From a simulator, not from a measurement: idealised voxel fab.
process module | voxel local oxidation
cross-section cut | 230 nm wide | cells 5 nm
A cross-section is a grid of square cells, given in bands from the top down. A band is one or more rows of cells.
Each band's line starts with the height of the band's top and of its bottom, in nm. Then come its materials from left to right, each with its width in nm. One material with "throughout" fills the band from edge to edge. "air" is empty space.
Height 0 is the level under which the wafer as received is all one material. The lowest band goes on downwards, as in "0 down".
A width such as "30 to 40" changes by the same amount from each row of cells to the next, from the band's top row to its bottom row.
"no change" after a step means that no cell of the cross-section changed.
closed voids: empty space of 8 cells or more with no open way to the top, each as width x height at its distance from the left edge, in nm
after a step's settings: what the simulator itself notes on the step
overlay nm, on a step with a mask: how far to the right of its planned place the mask lay; to the left if negative
plan
1 op RECEIVE | material Si
2 op CONFORMAL_DEP | material SiO2 | thk nm 5
3 op CONFORMAL_DEP | material SiN | thk nm 10
4 op PATTERN | tone cover | mask id ACTIVE | material resist | width nm 110 | thk nm 20 | overlay nm 0
5 op DIRECTIONAL_ETCH | etch materials SiN | depth nm 10
6 op STRIP | etch materials resist
7 op SELECTIVE_ETCH | etch materials SiO2 | depth nm 5
8 op OXIDIZE | depth nm 10
9 op STRIP | etch materials SiN
as received, after step 1
  0 down: Si throughout
  closed voids: none
first wafer at the end, as planned
  5 to 0: air 65 | SiO2 100 | air 65
  0 to -10: SiO2 75 | Si 80 | SiO2 75
  -10 down: Si throughout
  closed voids: none
second wafer at the end: like start, like plan, one mistake
  5 to 0: air 65 | SiO2 100 | air 65
  0 to -15: SiO2 80 | Si 70 | SiO2 80
  -15 down: Si throughout
  closed voids: none
what went wrong: step 8 ran as: op OXIDIZE | depth nm 15
at the end the second wafer has, in cells: 36 fewer of Si | 36 more of SiO2
